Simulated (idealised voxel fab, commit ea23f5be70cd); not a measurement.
Process module name: voxel wiring stack
Square cells of 5 nm make up the cross-section cut, whose width is 260 nm.
Cross-section layout: square cells on a grid; listed as bands, top to bottom; a band spans one or more cell rows.
Heads up on the band format: heights come first, top then bottom, in nm. After that it's the materials left to right, each with its width in nm. A single material flagged "all across" fills the whole band edge to edge, and "empty" means there's empty space there.
Below 0: as-received wafer, all one material; heights counted from there. Lowest band: no bottom, goes on down, written "top 0, no bottom".
Note: "30..40" means the width goes from the first number (top row of the band) to the second number (bottom row) in equal steps per row of cells.
A step reported as "left unchanged" is a step in which no cell of the cross-section changed.
Closed void table: empty space of 8 cells or more with no open way to the top, each as width x height at its distance from the left edge, in nm
Step line, after settings: the simulator's comment on this step.
A step line may carry the setting "overlay nm", which, for steps involving a mask, states the distance by which the mask lay to the right of its intended position; negative values denote displacement to the left.

-- So here's the lineup of process steps we planned
step 1: RECEIVE with material Si
step 2: CONFORMAL_DEP with material SiO2, thk nm 15
step 3: DIRECTIONAL_DEP with material TiN, thk nm 5
step 4: DIRECTIONAL_DEP with material W, thk nm 25
step 5: MASKED_ETCH with tone cover, mask id METAL_1, width nm 30, pitch nm 55, etch materials W, depth nm 25, overlay nm 0
step 6: MASKED_ETCH with tone cover, mask id METAL_1, width nm 30, pitch nm 55, etch materials TiN, depth nm 5, overlay nm 0
step 7: FILL_DEP with material lowk, thk nm 5
step 8: CMP with height nm 45
step 9: CONFORMAL_DEP with material SiCN, thk nm 5
step 10: DIRECTIONAL_DEP with material lowk, thk nm 10
step 11: MASKED_ETCH with tone open, mask id PLUG_1, width nm 15, etch materials lowk, depth nm 10, overlay nm 0
step 12: MASKED_ETCH with tone open, mask id PLUG_1, width nm 15, etch materials SiCN, depth nm 5, overlay nm 0
step 13: EPI with material Ru, thk nm 10
step 14: EPI with material Ru, thk nm 5
step 15: DIRECTIONAL_DEP with material TiN, thk nm 5
step 16: DIRECTIONAL_DEP with material W, thk nm 15
step 17: PATTERN with tone cover, mask id METAL_2, material resist, width nm 30, pitch nm 55, thk nm 15, overlay nm 0
step 18: DIRECTIONAL_ETCH with etch materials W, depth nm 15
step 19: DIRECTIONAL_ETCH with etch materials TiN, depth nm 5
step 20: STRIP with etch materials resist
step 21: FILL_DEP with material lowk, thk nm 10
step 22: CMP with height nm 80
step 23: CONFORMAL_DEP with material SiCN, thk nm 5
step 24: DIRECTIONAL_DEP with material lowk, thk nm 15
step 25: PATTERN with tone open, mask id PLUG_2, material resist, width nm 15, pitch nm 55, thk nm 20, overlay nm 0
step 26: DIRECTIONAL_ETCH with etch materials lowk, depth nm 15
step 27: DIRECTIONAL_ETCH with etch materials SiCN, depth nm 5
step 28: STRIP with etch materials resist
step 29: EPI with material Ru, thk nm 10
step 30: EPI with material Ru, thk nm 10
step 31: CONFORMAL_DEP with material SiCN, thk nm 5
step 32: DIRECTIONAL_DEP with material lowk, thk nm 20
step 33: DIRECTIONAL_DEP with material aC, thk nm 10
step 34: PATTERN with tone open, mask id METAL_3, material resist, width nm 30, pitch nm 55, thk nm 25, overlay nm 0
step 35: DIRECTIONAL_ETCH with etch materials aC, depth nm 10
step 36: STRIP with etch materials resist
step 37: DIRECTIONAL_ETCH with etch materials lowk, depth nm 20
step 38: DIRECTIONAL_ETCH with etch materials SiCN, depth nm 5
step 39: STRIP with etch materials aC
step 40: CONFORMAL_DEP with material TiN, thk nm 5
step 41: FILL_DEP with material Ru, thk nm 10
step 42: CMP with height nm 125
step 43: CONFORMAL_DEP with material SiCN, thk nm 5
step 44: DIRECTIONAL_DEP with material SiO2, thk nm 10
step 45: MASKED_ETCH with tone open, mask id PLUG_3, width nm 15, pitch nm 55, etch materials SiO2, depth nm 10, overlay nm 0
step 46: MASKED_ETCH with tone open, mask id PLUG_3, width nm 15, pitch nm 55, etch materials SiCN, depth nm 5, overlay nm 0
step 47: CONFORMAL_DEP with material TiN, thk nm 5
step 48: FILL_DEP with material W, thk nm 10
step 49: CMP with height nm 140
step 50: CONFORMAL_DEP with material SiN, thk nm 5
step 51: DIRECTIONAL_DEP with material SiO2, thk nm 20
step 52: PATTERN with tone open, mask id METAL_4, material resist, width nm 30, pitch nm 55, thk nm 20, overlay nm 0
step 53: DIRECTIONAL_ETCH with etch materials SiO2, depth nm 20
step 54: DIRECTIONAL_ETCH with etch materials SiN, depth nm 5
step 55: STRIP with etch materials resist
step 56: CONFORMAL_DEP with material TiN, thk nm 5
step 57: FILL_DEP with material Cu, thk nm 10
step 58: CMP with height nm 165
step 59: EPI with material Ru, thk nm 5
step 60: FILL_DEP with material SiCN, thk nm 5

-- Wafer as received: cross-section following step 1
  top 0, no bottom | Si all across
  Closed void table: none

-- Here's the cross-section of the first of our two wafers at the end of the module - it ran as planned
  top 175, bottom 170 | SiCN all across
  top 170, bottom 165 | SiCN=80  Ru=40  SiCN=15  Ru=40  SiCN=85
  top 165, bottom 145 | SiO2=85  TiN=5  Cu=20  TiN=5  SiO2=25  TiN=5  Cu=20  TiN=5  SiO2=90
  top 145, bottom 140 | SiN=85  TiN=30  SiN=25  TiN=30  SiN=90
  top 140, bottom 130 | SiO2=85  TiN=5  W=5  TiN=5  SiO2=40  TiN=5  W=5  TiN=5  SiO2=105
  top 130, bottom 125 | SiCN=85  TiN=15  SiCN=40  TiN=15  SiCN=105
  top 125, bottom 105 | lowk=85  TiN=5  Ru=20  TiN=5  lowk=25  TiN=5  Ru=20  TiN=5  lowk=90
  top 105, bottom 100 | SiCN=85  TiN=30  SiCN=25  TiN=30  SiCN=90
  top 100, bottom 85 | lowk=85  Ru=15  lowk=40  Ru=15  lowk=105
  top 85, bottom 80 | SiCN=85  Ru=15  SiCN=40  Ru=15  SiCN=105
  top 80, bottom 65 | lowk=85  W=30  lowk=25  W=30  lowk=90
  top 65, bottom 60 | lowk=85  TiN=30  lowk=25  TiN=30  lowk=90
  top 60, bottom 50 | lowk=85  Ru=15  lowk=160
  top 50, bottom 45 | SiCN=85  Ru=15  SiCN=160
  top 45, bottom 20 | lowk=85  W=30  lowk=25  W=30  lowk=90
  top 20, bottom 15 | lowk=85  TiN=30  lowk=25  TiN=30  lowk=90
  top 15, bottom 0 | SiO2 all across
  top 0, no bottom | Si all across
  Closed void table: none

-- Module end: cross-section of wafer two of two. Same start and process plan as the first wafer. One mistake during execution
  top 175, bottom 170 | SiCN all across
  top 170, bottom 165 | SiCN=80  Ru=40  SiCN=15  Ru=40  SiCN=85
  top 165, bottom 145 | SiO2=85  TiN=5  Cu=20  TiN=5  SiO2=25  TiN=5  Cu=20  TiN=5  SiO2=90
  top 145, bottom 140 | SiN=85  TiN=30  SiN=25  TiN=30  SiN=90
  top 140, bottom 135 | TiN=90  W=5  TiN=50  W=5  TiN=110
  top 135, bottom 125 | SiO2=85  TiN=5  W=5  TiN=5  SiO2=40  TiN=5  W=5  TiN=5  SiO2=105
  top 125, bottom 120 | SiCN=85  TiN=15  SiCN=40  TiN=15  SiCN=105
  top 120, bottom 105 | lowk=85  TiN=5  Ru=20  TiN=5  lowk=25  TiN=5  Ru=20  TiN=5  lowk=90
  top 105, bottom 100 | SiCN=85  TiN=30  SiCN=25  TiN=30  SiCN=90
  top 100, bottom 85 | lowk=85  Ru=15  lowk=40  Ru=15  lowk=105
  top 85, bottom 80 | SiCN=85  Ru=15  SiCN=40  Ru=15  SiCN=105
  top 80, bottom 65 | lowk=85  W=30  lowk=25  W=30  lowk=90
  top 65, bottom 60 | lowk=85  TiN=30  lowk=25  TiN=30  lowk=90
  top 60, bottom 50 | lowk=85  Ru=15  lowk=160
  top 50, bottom 45 | SiCN=85  Ru=15  SiCN=160
  top 45, bottom 20 | lowk=85  W=30  lowk=25  W=30  lowk=90
  top 20, bottom 15 | lowk=85  TiN=30  lowk=25  TiN=30  lowk=90
  top 15, bottom 0 | SiO2 all across
  top 0, no bottom | Si all across
  Closed void table: none
what went wrong: step 42 ran as: CMP with height nm 120
FYI, end of process, the second wafer has more or fewer cells of some materials than the first: Ru: 8 fewer; TiN: 46 more; W: 2 more; lowk: 40 fewer
